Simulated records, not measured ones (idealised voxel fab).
A process module follows: voxel air gaps.
For reference, the cross-section in this document is cut, with width 265 nm and square cells of 5 nm.
Bands, listed from the top down, are how a cross-section gets written in this document; the cross-section itself is a grid of square cells, and a band is one or more rows of them.
Band: top and bottom heights (nm) first, top before bottom; then materials from left to right, widths in nm. "everywhere" marks a sole material filling the band edge to edge. "air" denotes empty space.
Basically, 0 is our baseline, since under it the wafer straight out of the box is all one material. The bottom band has no lower end and keeps on going down, so it looks like "from 0 down".
Width spec "30 to 40" -> top row of cells at first value, bottom row at second value, equal per-row change in between.
You'll sometimes find "identical to before" written for a step, and that's the way of saying that nowhere in the cross-section did a cell change during that step.
"Closed void list" enumerates empty spaces isolated from the top, with no open way to it, that contain at least 8 cells, giving each as width x height at distance from the left edge, all three in nm.
Formally, on a step line, whatever follows the settings is a remark that the simulator itself makes on the step.
"overlay nm" on a masked step: distance the mask lay right of its planned place, negative for left.

## List of planned process steps
step 1: RECEIVE [material Si]
step 2: CONFORMAL_DEP [material SiO2] [thk nm 10]
step 3: CONFORMAL_DEP [material SiCN] [thk nm 5]
step 4: DIRECTIONAL_DEP [material lowk] [thk nm 40]
step 5: PATTERN [tone open] [mask id LINES] [material resist] [width nm 20] [pitch nm 45] [thk nm 15] [overlay nm 0]
step 6: DIRECTIONAL_ETCH [etch materials lowk] [depth nm 40]
step 7: STRIP [etch materials resist]
step 8: CONFORMAL_DEP [material TiN] [thk nm 5]
step 9: FILL_DEP [material W] [thk nm 5]
step 10: CMP [height nm 55]
step 11: EPI [material Ru] [thk nm 10]
step 12: SELECTIVE_ETCH [etch materials lowk] [depth nm 50]
step 13: CONFORMAL_DEP [material SiCN] [thk nm 5]

## This is the cross-section of the wafer as we received it, i.e. after step 1
from 0 down  Si everywhere
Closed void list: none

## Cross-sectional image of the first of two wafers at the end of the module, the run having proceeded as planned
from 70 to 65  air=40, SiCN=185, air=40
from 65 to 55  air=40, SiCN=5, Ru=40, SiCN=5, Ru=40, SiCN=5, Ru=40, SiCN=5, Ru=40, SiCN=5, air=40
from 55 to 50  air=40, SiCN=15, TiN=5, W=10, TiN=5, SiCN=25, TiN=5, W=10, TiN=5, SiCN=25, TiN=5, W=10, TiN=5, SiCN=25, TiN=5, W=10, TiN=5, SiCN=15, air=40
from 50 to 20  air=50, SiCN=5, TiN=5, W=10, TiN=5, SiCN=5, air=15, SiCN=5, TiN=5, W=10, TiN=5, SiCN=5, air=15, SiCN=5, TiN=5, W=10, TiN=5, SiCN=5, air=15, SiCN=5, TiN=5, W=10, TiN=5, SiCN=5, air=50
from 20 to 15  SiCN=55, TiN=20, SiCN=25, TiN=20, SiCN=25, TiN=20, SiCN=25, TiN=20, SiCN=55
from 15 to 10  SiCN everywhere
from 10 to 0  SiO2 everywhere
from 0 down  Si everywhere
Closed void list: 15 x 30 at 80; 15 x 30 at 125; 15 x 30 at 170

## Cross-section, wafer two of two, end of module: same start and plan as wafer one, one error in execution
from 70 to 65  SiCN everywhere
from 65 to 55  Ru everywhere
from 55 to 20  W=50, TiN=5, lowk=20, TiN=5, W=15, TiN=5, lowk=20, TiN=5, W=15, TiN=5, lowk=20, TiN=5, W=15, TiN=5, lowk=20, TiN=5, W=50
from 20 to 15  TiN=55, lowk=20, TiN=25, lowk=20, TiN=25, lowk=20, TiN=25, lowk=20, TiN=55
from 15 to 10  SiCN everywhere
from 10 to 0  SiO2 everywhere
from 0 down  Si everywhere
Closed void list: none
What broke from the plan during processing? so step 5 ended up running with a different setting than we planned, it ran as PATTERN [tone cover] [mask id LINES] [material resist] [width nm 20] [pitch nm 45] [thk nm 15] [overlay nm 0]
Wafer comparison, final, in cells, second relative to first, materials more or fewer: Ru +42, SiCN -100, TiN +21, W +147, lowk +128
Upon completion, the first wafer exhibits 3 closed voids and the second wafer exhibits 0.
